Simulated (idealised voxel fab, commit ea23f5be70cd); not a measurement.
Process module in this document: voxel self aligned contacts
Xsec cut, 230 nm wide, square cell size 5 nm.
How to read a cross-section here: the picture is a grid of square cells, written as bands going from the top down, and any band can span one or more rows of cells. This entry defines a band. It first specifies the height of the band's top and the height of its bottom in nm, and then specifies the band's materials from left to right, stating each material with its width in nm. The word "throughout" identifies a single material that fills the band from edge to edge, while the word "blank" identifies empty space. Heads up on the height convention: 0 is the point under which the incoming wafer is all one material, and the lowest band has no bottom, it just keeps going down, like "from 0 down". Width "30->40": first value at the band's top row of cells, second value at its bottom row, equal change from row to row. Given "no modifications" for a step, no cell of the cross-section differs between before and after that step. The label "Closed-off voids" introduces a list of the empty spaces, 8 cells or larger, that have no open way up to the top; each entry in it reads width x height at distance, where the distance is taken from the left edge and all three are stated in nm. Formally, on a step line, whatever follows the settings is a remark that the simulator itself makes on the step. A step's line can hold "overlay nm"; with a mask on that step, the setting says how far right of the planned place the mask lay, while a negative setting says it lay to the left. Before/after cross-section pairs, one process step each; after shown to lowest changed band; step and settings beneath. Pairs may be from different runs of this module on the same starting wafer; a pair continues from the one above only where its "Pre-process state" entry says so.
Pre-process state:
* from 0 down: Si throughout
* Closed-off voids: none
Section After Processing:
* from 0 to -5: SiO2 throughout
* below -5: unchanged
* Closed-off voids: none
Step lying between the two cross-sections just above: OXIDIZE [depth nm 5]
Pre-process state: the wafer arrives at this step looking as the after cross-section in the pair just above shows it.
Section After Processing:
* from 20 to 0: polySi throughout
* below 0: unchanged
* Closed-off voids: none
Step lying between the two cross-sections just above: DIRECTIONAL_DEP [material polySi] [thk nm 20]
Pre-process state: the wafer arrives at this step looking as the after cross-section in the pair just above shows it.
Section After Processing:
* from 45 to 20: SiN throughout
* below 20: unchanged
* Closed-off voids: none
Step lying between the two cross-sections just above: DIRECTIONAL_DEP [material SiN] [thk nm 25]
Pre-process state: the wafer arrives at this step looking as the after cross-section in the pair just above shows it.
Section After Processing:
* from 60 to 45: 25 blank | 35 resist | 35 blank | 35 resist | 35 blank | 35 resist | 30 blank
* below 45: unchanged
* Closed-off voids: none
Step lying between the two cross-sections just above: PATTERN [tone cover] [mask id GATE] [material resist] [width nm 35] [pitch nm 70] [thk nm 15] [overlay nm 0]
Pre-process state: the wafer arrives at this step looking as the after cross-section in the pair just above shows it.
Section After Processing:
* from 60 to 45: 25 blank | 35 resist | 35 blank | 35 resist | 35 blank | 35 resist | 30 blank
* from 45 to 20: 25 blank | 35 SiN | 35 blank | 35 SiN | 35 blank | 35 SiN | 30 blank
* below 20: unchanged
* Closed-off voids: none
Step lying between the two cross-sections just above: DIRECTIONAL_ETCH [etch materials SiN] [depth nm 25]
Pre-process state: the wafer arrives at this step looking as the after cross-section in the pair just above shows it.
Section After Processing:
* from 60 to 45: 25 blank | 35 resist | 35 blank | 35 resist | 35 blank | 35 resist | 30 blank
* from 45 to 20: 25 blank | 35 SiN | 35 blank | 35 SiN | 35 blank | 35 SiN | 30 blank
* from 20 to 0: 25 blank | 35 polySi | 35 blank | 35 polySi | 35 blank | 35 polySi | 30 blank
* below 0: unchanged
* Closed-off voids: none
Step lying between the two cross-sections just above: DIRECTIONAL_ETCH [etch materials polySi] [depth nm 20]
Pre-process state: the wafer arrives at this step looking as the after cross-section in the pair just above shows it.
Section After Processing:
* from 45 to 20: 25 blank | 35 SiN | 35 blank | 35 SiN | 35 blank | 35 SiN | 30 blank
* below 20: unchanged
* Closed-off voids: none
Step lying between the two cross-sections just above: STRIP [etch materials resist]
Pre-process state: the wafer arrives at this step looking as the after cross-section in the pair just above shows it.
Section After Processing:
* from 55 to 20: 15 blank | 55 SiN | 15 blank | 55 SiN | 15 blank | 55 SiN | 20 blank
* from 20 to 10: 15 blank | 10 SiN | 35 polySi | 10 SiN | 15 blank | 10 SiN | 35 polySi | 10 SiN | 15 blank | 10 SiN | 35 polySi | 10 SiN | 20 blank
* from 10 to 0: 25 SiN | 35 polySi | 35 SiN | 35 polySi | 35 SiN | 35 polySi | 30 SiN
* below 0: unchanged
* Closed-off voids: none
Step lying between the two cross-sections just above: CONFORMAL_DEP [material SiN] [thk nm 10]
Pre-process state: the wafer arrives at this step looking as the after cross-section in the pair just above shows it.
Section After Processing:
* from 45 to 20: 15 blank | 55 SiN | 15 blank | 55 SiN | 15 blank | 55 SiN | 20 blank
* from 20 to 0: 15 blank | 10 SiN | 35 polySi | 10 SiN | 15 blank | 10 SiN | 35 polySi | 10 SiN | 15 blank | 10 SiN | 35 polySi | 10 SiN | 20 blank
* below 0: unchanged
* Closed-off voids: none
Step lying between the two cross-sections just above: DIRECTIONAL_ETCH [etch materials SiN] [depth nm 10]
Pre-process state: the wafer arrives at this step looking as the after cross-section in the pair just above shows it.
Section After Processing:
* from 55 to 45: SiO2 throughout
* from 45 to 20: 15 SiO2 | 55 SiN | 15 SiO2 | 55 SiN | 15 SiO2 | 55 SiN | 20 SiO2
* from 20 to 0: 15 SiO2 | 10 SiN | 35 polySi | 10 SiN | 15 SiO2 | 10 SiN | 35 polySi | 10 SiN | 15 SiO2 | 10 SiN | 35 polySi | 10 SiN | 20 SiO2
* below 0: unchanged
* Closed-off voids: none
Step lying between the two cross-sections just above: FILL_DEP [material SiO2] [thk nm 10]
Pre-process state: the wafer arrives at this step looking as the after cross-section in the pair just above shows it.
Section After Processing:
* from 50 to 45: SiO2 throughout
* below 45: unchanged
* Closed-off voids: none
Step lying between the two cross-sections just above: CMP [height nm 50]
Pre-process state: the wafer arrives at this step looking as the after cross-section in the pair just above shows it.
Section After Processing:
* from 65 to 50: aC throughout
* below 50: unchanged
* Closed-off voids: none
Step lying between the two cross-sections just above: DIRECTIONAL_DEP [material aC] [thk nm 15]
Pre-process state: the wafer arrives at this step looking as the after cross-section in the pair just above shows it.
Section After Processing:
* from 100 to 65: 50 resist | 55 blank | 15 resist | 55 blank | 55 resist
* below 65: unchanged
* Closed-off voids: none
Step lying between the two cross-sections just above: PATTERN [tone open] [mask id CONTACT] [material resist] [width nm 55] [pitch nm 70] [thk nm 35] [overlay nm 0]
Pre-process state: the wafer arrives at this step looking as the after cross-section in the pair just above shows it.
Section After Processing:
* from 85 to 65: 50 resist | 55 blank | 15 resist | 55 blank | 55 resist
* from 65 to 50: 50 aC | 55 blank | 15 aC | 55 blank | 55 aC
* below 50: unchanged
* Closed-off voids: none
Step lying between the two cross-sections just above: DIRECTIONAL_ETCH [etch materials aC] [depth nm 15]
Pre-process state: the wafer arrives at this step looking as the after cross-section in the pair just above shows it.
Section After Processing:
* from 65 to 50: 50 aC | 55 blank | 15 aC | 55 blank | 55 aC
* below 50: unchanged
* Closed-off voids: none
Step lying between the two cross-sections just above: STRIP [etch materials resist]
Pre-process state: the wafer arrives at this step looking as the after cross-section in the pair just above shows it.
Section After Processing:
* from 65 to 50: 50 aC | 55 blank | 15 aC | 55 blank | 55 aC
* from 50 to 45: 50 SiO2 | 55 blank | 15 SiO2 | 55 blank | 55 SiO2
* from 45 to 20: 15 SiO2 | 55 SiN | 15 blank | 55 SiN | 15 blank | 55 SiN | 20 SiO2
* from 20 to 0: 15 SiO2 | 10 SiN | 35 polySi | 10 SiN | 15 blank | 10 SiN | 35 polySi | 10 SiN | 15 blank | 10 SiN | 35 polySi | 10 SiN | 20 SiO2
* from 0 to -5: 70 SiO2 | 15 blank | 55 SiO2 | 15 blank | 75 SiO2
* below -5: unchanged
* Closed-off voids: none
Step lying between the two cross-sections just above: DIRECTIONAL_ETCH [etch materials SiO2] [depth nm 55]
Pre-process state: the wafer arrives at this step looking as the after cross-section in the pair just above shows it.
Section After Processing:
* from 50 to 45: 50 SiO2 | 55 blank | 15 SiO2 | 55 blank | 55 SiO2
* below 45: unchanged
* Closed-off voids: none
Step lying between the two cross-sections just above: STRIP [etch materials aC]
Pre-process state: the wafer arrives at this step looking as the after cross-section in the pair just above shows it.
Section After Processing:
* from 55 to 50: 55 TiN | 45 blank | 25 TiN | 45 blank | 60 TiN
* from 50 to 45: 50 SiO2 | 25 TiN | 5 blank | 25 TiN | 15 SiO2 | 25 TiN | 5 blank | 25 TiN | 55 SiO2
* from 45 to 20: 15 SiO2 | 55 SiN | 5 TiN | 5 blank | 5 TiN | 55 SiN | 5 TiN | 5 blank | 5 TiN | 55 SiN | 20 SiO2
* from 20 to 0: 15 SiO2 | 10 SiN | 35 polySi | 10 SiN | 5 TiN | 5 blank | 5 TiN | 10 SiN | 35 polySi | 10 SiN | 5 TiN | 5 blank | 5 TiN | 10 SiN | 35 polySi | 10 SiN | 20 SiO2
* from 0 to -5: 70 SiO2 | 15 TiN | 55 SiO2 | 15 TiN | 75 SiO2
* below -5: unchanged
* Closed-off voids: none
Step lying between the two cross-sections just above: CONFORMAL_DEP [material TiN] [thk nm 5]
Pre-process state: the wafer arrives at this step looking as the after cross-section in the pair just above shows it.
Section After Processing:
* from 60 to 55: W throughout
* from 55 to 50: 55 TiN | 45 W | 25 TiN | 45 W | 60 TiN
* from 50 to 45: 50 SiO2 | 25 TiN | 5 W | 25 TiN | 15 SiO2 | 25 TiN | 5 W | 25 TiN | 55 SiO2
* from 45 to 20: 15 SiO2 | 55 SiN | 5 TiN | 5 W | 5 TiN | 55 SiN | 5 TiN | 5 W | 5 TiN | 55 SiN | 20 SiO2
* from 20 to 0: 15 SiO2 | 10 SiN | 35 polySi | 10 SiN | 5 TiN | 5 W | 5 TiN | 10 SiN | 35 polySi | 10 SiN | 5 TiN | 5 W | 5 TiN | 10 SiN | 35 polySi | 10 SiN | 20 SiO2
* below 0: unchanged
* Closed-off voids: none
Step lying between the two cross-sections just above: FILL_DEP [material W] [thk nm 5]
Pre-process state: the wafer arrives at this step looking as the after cross-section in the pair just above shows it.
Section After Processing:
* from 50 to 45: 50 SiO2 | 25 TiN | 5 W | 25 TiN | 15 SiO2 | 25 TiN | 5 W | 25 TiN | 55 SiO2
* below 45: unchanged
* Closed-off voids: none
Step lying between the two cross-sections just above: CMP [height nm 50]
Pre-process state: the wafer arrives at this step looking as the after cross-section in the pair just above shows it.
Section After Processing:
* from 55 to 50: SiN throughout
* below 50: unchanged
* Closed-off voids: none
Step lying between the two cross-sections just above: CONFORMAL_DEP [material SiN] [thk nm 5]
Pre-process state:
* from 0 down: Si throughout
* Closed-off voids: none
Section After Processing:
* from 20 to 0: polySi throughout
* below 0: unchanged
* Closed-off voids: none
Step lying between the two cross-sections just above: DIRECTIONAL_DEP [material polySi] [thk nm 20]
Pre-process state: the wafer arrives at this step looking as the after cross-section in the pair just above shows it.
Section After Processing:
* from 45 to 20: SiN throughout
* below 20: unchanged
* Closed-off voids: none
Step lying between the two cross-sections just above: DIRECTIONAL_DEP [material SiN] [thk nm 25]
Pre-process state: the wafer arrives at this step looking as the after cross-section in the pair just above shows it.
Section After Processing:
* from 60 to 45: 25 blank | 35 resist | 35 blank | 35 resist | 35 blank | 35 resist | 30 blank
* below 45: unchanged
* Closed-off voids: none
Step lying between the two cross-sections just above: PATTERN [tone cover] [mask id GATE] [material resist] [width nm 35] [pitch nm 70] [thk nm 15] [overlay nm 0]
Pre-process state: the wafer arrives at this step looking as the after cross-section in the pair just above shows it.
Section After Processing:
* from 60 to 45: 25 blank | 35 resist | 35 blank | 35 resist | 35 blank | 35 resist | 30 blank
* from 45 to 20: 25 blank | 35 SiN | 35 blank | 35 SiN | 35 blank | 35 SiN | 30 blank
* below 20: unchanged
* Closed-off voids: none
Step lying between the two cross-sections just above: DIRECTIONAL_ETCH [etch materials SiN] [depth nm 25]
Pre-process state: the wafer arrives at this step looking as the after cross-section in the pair just above shows it.
Section After Processing:
* from 60 to 45: 25 blank | 35 resist | 35 blank | 35 resist | 35 blank | 35 resist | 30 blank
* from 45 to 20: 25 blank | 35 SiN | 35 blank | 35 SiN | 35 blank | 35 SiN | 30 blank
* from 20 to 0: 25 blank | 35 polySi | 35 blank | 35 polySi | 35 blank | 35 polySi | 30 blank
* below 0: unchanged
* Closed-off voids: none
Step lying between the two cross-sections just above: DIRECTIONAL_ETCH [etch materials polySi] [depth nm 20]
Pre-process state: the wafer arrives at this step looking as the after cross-section in the pair just above shows it.
Section After Processing:
* from 45 to 20: 25 blank | 35 SiN | 35 blank | 35 SiN | 35 blank | 35 SiN | 30 blank
* below 20: unchanged
* Closed-off voids: none
Step lying between the two cross-sections just above: STRIP [etch materials resist]
Pre-process state: the wafer arrives at this step looking as the after cross-section in the pair just above shows it.
Section After Processing:
* from 55 to 20: 15 blank | 55 SiN | 15 blank | 55 SiN | 15 blank | 55 SiN | 20 blank
* from 20 to 10: 15 blank | 10 SiN | 35 polySi | 10 SiN | 15 blank | 10 SiN | 35 polySi | 10 SiN | 15 blank | 10 SiN | 35 polySi | 10 SiN | 20 blank
* from 10 to 0: 25 SiN | 35 polySi | 35 SiN | 35 polySi | 35 SiN | 35 polySi | 30 SiN
* below 0: unchanged
* Closed-off voids: none
Step lying between the two cross-sections just above: CONFORMAL_DEP [material SiN] [thk nm 10]
Pre-process state: the wafer arrives at this step looking as the after cross-section in the pair just above shows it.
Section After Processing:
* from 45 to 20: 15 blank | 55 SiN | 15 blank | 55 SiN | 15 blank | 55 SiN | 20 blank
* from 20 to 0: 15 blank | 10 SiN | 35 polySi | 10 SiN | 15 blank | 10 SiN | 35 polySi | 10 SiN | 15 blank | 10 SiN | 35 polySi | 10 SiN | 20 blank
* below 0: unchanged
* Closed-off voids: none
Step lying between the two cross-sections just above: DIRECTIONAL_ETCH [etch materials SiN] [depth nm 10]
Pre-process state: the wafer arrives at this step looking as the after cross-section in the pair just above shows it.
Section After Processing:
* from 55 to 45: SiO2 throughout
* from 45 to 20: 15 SiO2 | 55 SiN | 15 SiO2 | 55 SiN | 15 SiO2 | 55 SiN | 20 SiO2
* from 20 to 0: 15 SiO2 | 10 SiN | 35 polySi | 10 SiN | 15 SiO2 | 10 SiN | 35 polySi | 10 SiN | 15 SiO2 | 10 SiN | 35 polySi | 10 SiN | 20 SiO2
* below 0: unchanged
* Closed-off voids: none
Step lying between the two cross-sections just above: FILL_DEP [material SiO2] [thk nm 10]
Pre-process state: the wafer arrives at this step looking as the after cross-section in the pair just above shows it.
Section After Processing:
* from 50 to 45: SiO2 throughout
* below 45: unchanged
* Closed-off voids: none
Step lying between the two cross-sections just above: CMP [height nm 50]
Pre-process state: the wafer arrives at this step looking as the after cross-section in the pair just above shows it.
Section After Processing:
* from 65 to 50: aC throughout
* below 50: unchanged
* Closed-off voids: none
Step lying between the two cross-sections just above: DIRECTIONAL_DEP [material aC] [thk nm 15]
Pre-process state: the wafer arrives at this step looking as the after cross-section in the pair just above shows it.
Section After Processing:
* from 100 to 65: 50 resist | 55 blank | 15 resist | 55 blank | 55 resist
* below 65: unchanged
* Closed-off voids: none
Step lying between the two cross-sections just above: PATTERN [tone open] [mask id CONTACT] [material resist] [width nm 55] [pitch nm 70] [thk nm 35] [overlay nm 0]
Pre-process state: the wafer arrives at this step looking as the after cross-section in the pair just above shows it.
Section After Processing:
* from 85 to 65: 50 resist | 55 blank | 15 resist | 55 blank | 55 resist
* from 65 to 50: 50 aC | 55 blank | 15 aC | 55 blank | 55 aC
* below 50: unchanged
* Closed-off voids: none
Step lying between the two cross-sections just above: DIRECTIONAL_ETCH [etch materials aC] [depth nm 15]
Pre-process state: the wafer arrives at this step looking as the after cross-section in the pair just above shows it.
Section After Processing:
* from 65 to 50: 50 aC | 55 blank | 15 aC | 55 blank | 55 aC
* below 50: unchanged
* Closed-off voids: none
Step lying between the two cross-sections just above: STRIP [etch materials resist]
Pre-process state: the wafer arrives at this step looking as the after cross-section in the pair just above shows it.
Section After Processing:
* from 65 to 50: 50 aC | 55 blank | 15 aC | 55 blank | 55 aC
* from 50 to 45: 50 SiO2 | 55 blank | 15 SiO2 | 55 blank | 55 SiO2
* from 45 to 20: 15 SiO2 | 55 SiN | 15 blank | 55 SiN | 15 blank | 55 SiN | 20 SiO2
* from 20 to 0: 15 SiO2 | 10 SiN | 35 polySi | 10 SiN | 15 blank | 10 SiN | 35 polySi | 10 SiN | 15 blank | 10 SiN | 35 polySi | 10 SiN | 20 SiO2
* below 0: unchanged
* Closed-off voids: none
Step lying between the two cross-sections just above: DIRECTIONAL_ETCH [etch materials SiO2] [depth nm 55]
Pre-process state: the wafer arrives at this step looking as the after cross-section in the pair just above shows it.
Section After Processing:
* from 50 to 45: 50 SiO2 | 55 blank | 15 SiO2 | 55 blank | 55 SiO2
* below 45: unchanged
* Closed-off voids: none
Step lying between the two cross-sections just above: STRIP [etch materials aC]
Pre-process state: the wafer arrives at this step looking as the after cross-section in the pair just above shows it.
Section After Processing:
* from 55 to 50: 55 TiN | 45 blank | 25 TiN | 45 blank | 60 TiN
* from 50 to 45: 50 SiO2 | 25 TiN | 5 blank | 25 TiN | 15 SiO2 | 25 TiN | 5 blank | 25 TiN | 55 SiO2
* from 45 to 20: 15 SiO2 | 55 SiN | 5 TiN | 5 blank | 5 TiN | 55 SiN | 5 TiN | 5 blank | 5 TiN | 55 SiN | 20 SiO2
* from 20 to 5: 15 SiO2 | 10 SiN | 35 polySi | 10 SiN | 5 TiN | 5 blank | 5 TiN | 10 SiN | 35 polySi | 10 SiN | 5 TiN | 5 blank | 5 TiN | 10 SiN | 35 polySi | 10 SiN | 20 SiO2
* from 5 to 0: 15 SiO2 | 10 SiN | 35 polySi | 10 SiN | 15 TiN | 10 SiN | 35 polySi | 10 SiN | 15 TiN | 10 SiN | 35 polySi | 10 SiN | 20 SiO2
* below 0: unchanged
* Closed-off voids: none
Step lying between the two cross-sections just above: CONFORMAL_DEP [material TiN] [thk nm 5]
Pre-process state: the wafer arrives at this step looking as the after cross-section in the pair just above shows it.
Section After Processing:
* from 60 to 55: W throughout
* from 55 to 50: 55 TiN | 45 W | 25 TiN | 45 W | 60 TiN
* from 50 to 45: 50 SiO2 | 25 TiN | 5 W | 25 TiN | 15 SiO2 | 25 TiN | 5 W | 25 TiN | 55 SiO2
* from 45 to 20: 15 SiO2 | 55 SiN | 5 TiN | 5 W | 5 TiN | 55 SiN | 5 TiN | 5 W | 5 TiN | 55 SiN | 20 SiO2
* from 20 to 5: 15 SiO2 | 10 SiN | 35 polySi | 10 SiN | 5 TiN | 5 W | 5 TiN | 10 SiN | 35 polySi | 10 SiN | 5 TiN | 5 W | 5 TiN | 10 SiN | 35 polySi | 10 SiN | 20 SiO2
* below 5: unchanged
* Closed-off voids: none
Step lying between the two cross-sections just above: FILL_DEP [material W] [thk nm 5]
Pre-process state: the wafer arrives at this step looking as the after cross-section in the pair just above shows it.
Section After Processing:
* from 50 to 45: 50 SiO2 | 25 TiN | 5 W | 25 TiN | 15 SiO2 | 25 TiN | 5 W | 25 TiN | 55 SiO2
* below 45: unchanged
* Closed-off voids: none
Step lying between the two cross-sections just above: CMP [height nm 50]
Pre-process state: the wafer arrives at this step looking as the after cross-section in the pair just above shows it.
Section After Processing:
* from 55 to 50: SiN throughout
* below 50: unchanged
* Closed-off voids: none
Step lying between the two cross-sections just above: CONFORMAL_DEP [material SiN] [thk nm 5]
Pre-process state:
* from 45 to 20: SiN throughout
* from 20 to 0: polySi throughout
* from 0 to -5: SiO2 throughout
* from -5 down: Si throughout
* Closed-off voids: none
Section After Processing:
* from 70 to 20: SiN throughout
* below 20: unchanged
* Closed-off voids: none
Step lying between the two cross-sections just above: DIRECTIONAL_DEP [material SiN] [thk nm 25]
Pre-process state: the wafer arrives at this step looking as the after cross-section in the pair just above shows it.
Section After Processing:
* from 85 to 70: 25 blank | 35 resist | 35 blank | 35 resist | 35 blank | 35 resist | 30 blank
* below 70: unchanged
* Closed-off voids: none
Step lying between the two cross-sections just above: PATTERN [tone cover] [mask id GATE] [material resist] [width nm 35] [pitch nm 70] [thk nm 15] [overlay nm 0]
Pre-process state: the wafer arrives at this step looking as the after cross-section in the pair just above shows it.
Section After Processing:
* from 85 to 70: 25 blank | 35 resist | 35 blank | 35 resist | 35 blank | 35 resist | 30 blank
* from 70 to 45: 25 blank | 35 SiN | 35 blank | 35 SiN | 35 blank | 35 SiN | 30 blank
* below 45: unchanged
* Closed-off voids: none
Step lying between the two cross-sections just above: DIRECTIONAL_ETCH [etch materials SiN] [depth nm 25]
Pre-process state: the wafer arrives at this step looking as the after cross-section in the pair just above shows it.
Section After Processing:
* from 70 to 45: 25 blank | 35 SiN | 35 blank | 35 SiN | 35 blank | 35 SiN | 30 blank
* below 45: unchanged
* Closed-off voids: none
Step lying between the two cross-sections just above: STRIP [etch materials resist]
Pre-process state: the wafer arrives at this step looking as the after cross-section in the pair just above shows it.
Section After Processing:
* from 80 to 55: 15 blank | 55 SiN | 15 blank | 55 SiN | 15 blank | 55 SiN | 20 blank
* from 55 to 20: SiN throughout
* below 20: unchanged
* Closed-off voids: none
Step lying between the two cross-sections just above: CONFORMAL_DEP [material SiN] [thk nm 10]
Pre-process state: the wafer arrives at this step looking as the after cross-section in the pair just above shows it.
Section After Processing:
* from 70 to 45: 15 blank | 55 SiN | 15 blank | 55 SiN | 15 blank | 55 SiN | 20 blank
* below 45: unchanged
* Closed-off voids: none
Step lying between the two cross-sections just above: DIRECTIONAL_ETCH [etch materials SiN] [depth nm 10]
Pre-process state: the wafer arrives at this step looking as the after cross-section in the pair just above shows it.
Section After Processing:
* from 80 to 70: SiO2 throughout
* from 70 to 45: 15 SiO2 | 55 SiN | 15 SiO2 | 55 SiN | 15 SiO2 | 55 SiN | 20 SiO2
* below 45: unchanged
* Closed-off voids: none
Step lying between the two cross-sections just above: FILL_DEP [material SiO2] [thk nm 10]
Pre-process state: the wafer arrives at this step looking as the after cross-section in the pair just above shows it.
Section After Processing:
* from 50 to 45: 15 SiO2 | 55 SiN | 15 SiO2 | 55 SiN | 15 SiO2 | 55 SiN | 20 SiO2
* below 45: unchanged
* Closed-off voids: none
Step lying between the two cross-sections just above: CMP [height nm 50]
Pre-process state: the wafer arrives at this step looking as the after cross-section in the pair just above shows it.
Section After Processing:
* from 65 to 50: aC throughout
* below 50: unchanged
* Closed-off voids: none
Step lying between the two cross-sections just above: DIRECTIONAL_DEP [material aC] [thk nm 15]
Pre-process state: the wafer arrives at this step looking as the after cross-section in the pair just above shows it.
Section After Processing:
* from 100 to 65: 50 resist | 55 blank | 15 resist | 55 blank | 55 resist
* below 65: unchanged
* Closed-off voids: none
Step lying between the two cross-sections just above: PATTERN [tone open] [mask id CONTACT] [material resist] [width nm 55] [pitch nm 70] [thk nm 35] [overlay nm 0]
Pre-process state: the wafer arrives at this step looking as the after cross-section in the pair just above shows it.
Section After Processing:
* from 85 to 65: 50 resist | 55 blank | 15 resist | 55 blank | 55 resist
* from 65 to 50: 50 aC | 55 blank | 15 aC | 55 blank | 55 aC
* below 50: unchanged
* Closed-off voids: none
Step lying between the two cross-sections just above: DIRECTIONAL_ETCH [etch materials aC] [depth nm 15]
Pre-process state: the wafer arrives at this step looking as the after cross-section in the pair just above shows it.
Section After Processing:
* from 65 to 50: 50 aC | 55 blank | 15 aC | 55 blank | 55 aC
* below 50: unchanged
* Closed-off voids: none
Step lying between the two cross-sections just above: STRIP [etch materials resist]
Pre-process state: the wafer arrives at this step looking as the after cross-section in the pair just above shows it.
Section After Processing:
* from 65 to 50: 50 aC | 55 blank | 15 aC | 55 blank | 55 aC
* from 50 to 45: 15 SiO2 | 55 SiN | 15 blank | 55 SiN | 15 blank | 55 SiN | 20 SiO2
* below 45: unchanged
* Closed-off voids: none
Step lying between the two cross-sections just above: DIRECTIONAL_ETCH [etch materials SiO2] [depth nm 55]
Pre-process state: the wafer arrives at this step looking as the after cross-section in the pair just above shows it.
Section After Processing:
* from 50 to 45: 15 SiO2 | 55 SiN | 15 blank | 55 SiN | 15 blank | 55 SiN | 20 SiO2
* below 45: unchanged
* Closed-off voids: none
Step lying between the two cross-sections just above: STRIP [etch materials aC]
Pre-process state: the wafer arrives at this step looking as the after cross-section in the pair just above shows it.
Section After Processing:
* from 55 to 50: 75 TiN | 5 blank | 65 TiN | 5 blank | 80 TiN
* from 50 to 45: 15 SiO2 | 55 SiN | 15 TiN | 55 SiN | 15 TiN | 55 SiN | 20 SiO2
* below 45: unchanged
* Closed-off voids: none
Step lying between the two cross-sections just above: CONFORMAL_DEP [material TiN] [thk nm 5]
Pre-process state: the wafer arrives at this step looking as the after cross-section in the pair just above shows it.
Section After Processing:
* from 60 to 55: W throughout
* from 55 to 50: 75 TiN | 5 W | 65 TiN | 5 W | 80 TiN
* below 50: unchanged
* Closed-off voids: none
Step lying between the two cross-sections just above: FILL_DEP [material W] [thk nm 5]
Pre-process state: the wafer arrives at this step looking as the after cross-section in the pair just above shows it.
Section After Processing:
* from 50 to 45: 15 SiO2 | 55 SiN | 15 TiN | 55 SiN | 15 TiN | 55 SiN | 20 SiO2
* below 45: unchanged
* Closed-off voids: none
Step lying between the two cross-sections just above: CMP [height nm 50]
Pre-process state: the wafer arrives at this step looking as the after cross-section in the pair just above shows it.
Section After Processing:
* from 55 to 50: SiN throughout
* below 50: unchanged
* Closed-off voids: none
Step lying between the two cross-sections just above: CONFORMAL_DEP [material SiN] [thk nm 5]
Pre-process state:
* from 0 to -5: SiO2 throughout
* from -5 down: Si throughout
* Closed-off voids: none
Section After Processing:
* from 25 to 0: SiN throughout
* below 0: unchanged
* Closed-off voids: none
Step lying between the two cross-sections just above: DIRECTIONAL_DEP [material SiN] [thk nm 25]
Pre-process state: the wafer arrives at this step looking as the after cross-section in the pair just above shows it.
Section After Processing:
* from 45 to 25: polySi throughout
* below 25: unchanged
* Closed-off voids: none
Step lying between the two cross-sections just above: DIRECTIONAL_DEP [material polySi] [thk nm 20]
Pre-process state: the wafer arrives at this step looking as the after cross-section in the pair just above shows it.
Section After Processing:
* from 60 to 45: 25 blank | 35 resist | 35 blank | 35 resist | 35 blank | 35 resist | 30 blank
* below 45: unchanged
* Closed-off voids: none
Step lying between the two cross-sections just above: PATTERN [tone cover] [mask id GATE] [material resist] [width nm 35] [pitch nm 70] [thk nm 15] [overlay nm 0]
Pre-process state: the wafer arrives at this step looking as the after cross-section in the pair just above shows it.
Section After Processing:
* from 60 to 45: 25 blank | 35 resist | 35 blank | 35 resist | 35 blank | 35 resist | 30 blank
* from 45 to 25: 25 blank | 35 polySi | 35 blank | 35 polySi | 35 blank | 35 polySi | 30 blank
* below 25: unchanged
* Closed-off voids: none
Step lying between the two cross-sections just above: DIRECTIONAL_ETCH [etch materials polySi] [depth nm 20]
Pre-process state: the wafer arrives at this step looking as the after cross-section in the pair just above shows it.
Section After Processing:
* from 45 to 25: 25 blank | 35 polySi | 35 blank | 35 polySi | 35 blank | 35 polySi | 30 blank
* below 25: unchanged
* Closed-off voids: none
Step lying between the two cross-sections just above: STRIP [etch materials resist]
Pre-process state: the wafer arrives at this step looking as the after cross-section in the pair just above shows it.
Section After Processing:
* from 55 to 45: 15 blank | 55 SiN | 15 blank | 55 SiN | 15 blank | 55 SiN | 20 blank
* from 45 to 35: 15 blank | 10 SiN | 35 polySi | 10 SiN | 15 blank | 10 SiN | 35 polySi | 10 SiN | 15 blank | 10 SiN | 35 polySi | 10 SiN | 20 blank
* from 35 to 25: 25 SiN | 35 polySi | 35 SiN | 35 polySi | 35 SiN | 35 polySi | 30 SiN
* below 25: unchanged
* Closed-off voids: none
Step lying between the two cross-sections just above: CONFORMAL_DEP [material SiN] [thk nm 10]
Pre-process state: the wafer arrives at this step looking as the after cross-section in the pair just above shows it.
Section After Processing:
* from 45 to 25: 15 blank | 10 SiN | 35 polySi | 10 SiN | 15 blank | 10 SiN | 35 polySi | 10 SiN | 15 blank | 10 SiN | 35 polySi | 10 SiN | 20 blank
* below 25: unchanged
* Closed-off voids: none
Step lying between the two cross-sections just above: DIRECTIONAL_ETCH [etch materials SiN] [depth nm 10]
Pre-process state: the wafer arrives at this step looking as the after cross-section in the pair just above shows it.
Section After Processing:
* from 55 to 45: SiO2 throughout
* from 45 to 25: 15 SiO2 | 10 SiN | 35 polySi | 10 SiN | 15 SiO2 | 10 SiN | 35 polySi | 10 SiN | 15 SiO2 | 10 SiN | 35 polySi | 10 SiN | 20 SiO2
* below 25: unchanged
* Closed-off voids: none
Step lying between the two cross-sections just above: FILL_DEP [material SiO2] [thk nm 10]
Pre-process state: the wafer arrives at this step looking as the after cross-section in the pair just above shows it.
Section After Processing:
* from 50 to 45: SiO2 throughout
* below 45: unchanged
* Closed-off voids: none
Step lying between the two cross-sections just above: CMP [height nm 50]
Pre-process state: the wafer arrives at this step looking as the after cross-section in the pair just above shows it.
Section After Processing:
* from 65 to 50: aC throughout
* below 50: unchanged
* Closed-off voids: none
Step lying between the two cross-sections just above: DIRECTIONAL_DEP [material aC] [thk nm 15]
Pre-process state: the wafer arrives at this step looking as the after cross-section in the pair just above shows it.
Section After Processing:
* from 100 to 65: 50 resist | 55 blank | 15 resist | 55 blank | 55 resist
* below 65: unchanged
* Closed-off voids: none
Step lying between the two cross-sections just above: PATTERN [tone open] [mask id CONTACT] [material resist] [width nm 55] [pitch nm 70] [thk nm 35] [overlay nm 0]
Pre-process state: the wafer arrives at this step looking as the after cross-section in the pair just above shows it.
Section After Processing:
* from 85 to 65: 50 resist | 55 blank | 15 resist | 55 blank | 55 resist
* from 65 to 50: 50 aC | 55 blank | 15 aC | 55 blank | 55 aC
* below 50: unchanged
* Closed-off voids: none
Step lying between the two cross-sections just above: DIRECTIONAL_ETCH [etch materials aC] [depth nm 15]
Pre-process state: the wafer arrives at this step looking as the after cross-section in the pair just above shows it.
Section After Processing:
* from 65 to 50: 50 aC | 55 blank | 15 aC | 55 blank | 55 aC
* below 50: unchanged
* Closed-off voids: none
Step lying between the two cross-sections just above: STRIP [etch materials resist]
Pre-process state: the wafer arrives at this step looking as the after cross-section in the pair just above shows it.
Section After Processing:
* from 65 to 50: 50 aC | 55 blank | 15 aC | 55 blank | 55 aC
* from 50 to 45: 50 SiO2 | 55 blank | 15 SiO2 | 55 blank | 55 SiO2
* from 45 to 25: 15 SiO2 | 10 SiN | 35 polySi | 10 SiN | 15 blank | 10 SiN | 35 polySi | 10 SiN | 15 blank | 10 SiN | 35 polySi | 10 SiN | 20 SiO2
* below 25: unchanged
* Closed-off voids: none
Step lying between the two cross-sections just above: DIRECTIONAL_ETCH [etch materials SiO2] [depth nm 55]
